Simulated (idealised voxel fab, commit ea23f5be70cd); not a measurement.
A process module follows: voxel self aligned contacts.
This is section cut - it's 185 nm across, gridded in 5 nm square cells.
A cross-section is written here as square cells arranged in a grid, and it is given in bands from the top down, each band taking up one or more rows of cells. What a band's entry tells you: where the top is and where the bottom is, as heights in nm, and after that what lies inside, material by material from left to right, each with its width in nm. Empty space is written as the word "air", and a single material marked with the word "edge to edge" occupies the band from edge to edge. Where do heights start? At 0: under that level the wafer as delivered is made of one material only. And the lowest band has no floor; it just carries on downward, as in "top 0, no bottom". Note: "30..40" means the width goes from the first number (top row of the band) to the second number (bottom row) in equal steps per row of cells. "remained unchanged" (step): cross-section cells unchanged, all of them. Look at "Closed internal cavities" for the closed voids: empty spaces with no open path to the top, sized 8 cells or up. Each is width x height at distance, distance from the left edge, all nm. Read whatever lies past the settings on a step's line as the simulator's own remark about the step. Steps that use a mask can have "overlay nm" on their line. It says how far the mask sat to the right of where it was meant to be. Negative means to the left.

Steps in the process plan
1,RECEIVE (material Si)
2,CONFORMAL_DEP (material SiO2; thk nm 5)
3,DIRECTIONAL_DEP (material polySi; thk nm 25)
4,DIRECTIONAL_DEP (material SiN; thk nm 20)
5,PATTERN (tone cover; mask id GATE; material resist; width nm 25; pitch nm 60; thk nm 20; overlay nm 0)
6,DIRECTIONAL_ETCH (etch materials SiN; depth nm 20)
7,DIRECTIONAL_ETCH (etch materials polySi; depth nm 25)
8,STRIP (etch materials resist)
9,CONFORMAL_DEP (material SiN; thk nm 5)
10,DIRECTIONAL_ETCH (etch materials SiN; depth nm 5)
11,FILL_DEP (material SiO2; thk nm 20)
12,CMP (height nm 60)
13,PATTERN (tone open; mask id CONTACT; material resist; width nm 45; pitch nm 60; thk nm 15; overlay nm 0)
14,DIRECTIONAL_ETCH (etch materials SiO2; depth nm 60)
15,STRIP (etch materials resist)
16,CONFORMAL_DEP (material TiN; thk nm 5)
17,FILL_DEP (material Ru; thk nm 10)
18,CMP (height nm 50)
19,CONFORMAL_DEP (material SiCN; thk nm 5)
Split variable: height nm, step 18. Plan value = first wafer. Wafers start alike.

Cross-section: the first of several wafers in its as-received state, i.e. following step 1
	top 0, no bottom = Si edge to edge
	Closed internal cavities: none

Depicted here is the first of several wafers in cross-section, at module completion following the last step, step 19
	top 55, bottom 50 = SiCN edge to edge
	top 50, bottom 30 = SiO2 15 | SiN 35 | TiN 5 | Ru 15 | TiN 5 | SiN 35 | TiN 5 | Ru 15 | TiN 5 | SiN 35 | SiO2 15
	top 30, bottom 5 = SiO2 15 | SiN 5 | polySi 25 | SiN 5 | TiN 5 | Ru 15 | TiN 5 | SiN 5 | polySi 25 | SiN 5 | TiN 5 | Ru 15 | TiN 5 | SiN 5 | polySi 25 | SiN 5 | SiO2 15
	top 5, bottom 0 = SiO2 50 | TiN 25 | SiO2 35 | TiN 25 | SiO2 50
	top 0, no bottom = Si edge to edge
	Closed internal cavities: none

Module end, final wafer: cross-section
	top 80, bottom 75 = SiCN edge to edge
	top 75, bottom 65 = Ru edge to edge
	top 65, bottom 60 = TiN 45 | Ru 35 | TiN 25 | Ru 35 | TiN 45
	top 60, bottom 50 = SiO2 40 | TiN 5..15 | Ru 35..15 | TiN 5..15 | SiO2 15 | TiN 5..15 | Ru 35..15 | TiN 5..15 | SiO2 40
	top 50, bottom 30 = SiO2 15 | SiN 35 | TiN 5 | Ru 15 | TiN 5 | SiN 35 | TiN 5 | Ru 15 | TiN 5 | SiN 35 | SiO2 15
	top 30, bottom 5 = SiO2 15 | SiN 5 | polySi 25 | SiN 5 | TiN 5 | Ru 15 | TiN 5 | SiN 5 | polySi 25 | SiN 5 | TiN 5 | Ru 15 | TiN 5 | SiN 5 | polySi 25 | SiN 5 | SiO2 15
	top 5, bottom 0 = SiO2 50 | TiN 25 | SiO2 35 | TiN 25 | SiO2 50
	top 0, no bottom = Si edge to edge
	Closed internal cavities: none

The following table contains a row per wafer, in which are reported, at the conclusion of the module, the cells of each material gained (+) or lost (-) since the wafer's receipt, with its closed voids given thereafter
height nm 50, +54 Ru, +37 SiCN, +114 SiN, +81 SiO2, +46 TiN, +75 polySi, Closed internal cavities: none
height nm 55, +60 Ru, +37 SiCN, +114 SiN, +100 SiO2, +58 TiN, +75 polySi, Closed internal cavities: none
height nm 60, +74 Ru, +37 SiCN, +114 SiN, +119 SiO2, +62 TiN, +75 polySi, Closed internal cavities: none
height nm 65, +88 Ru, +37 SiCN, +114 SiN, +119 SiO2, +85 TiN, +75 polySi, Closed internal cavities: none
height nm 70, +125 Ru, +37 SiCN, +114 SiN, +119 SiO2, +85 TiN, +75 polySi, Closed internal cavities: none
height nm 75, +162 Ru, +37 SiCN, +114 SiN, +119 SiO2, +85 TiN, +75 polySi, Closed internal cavities: none
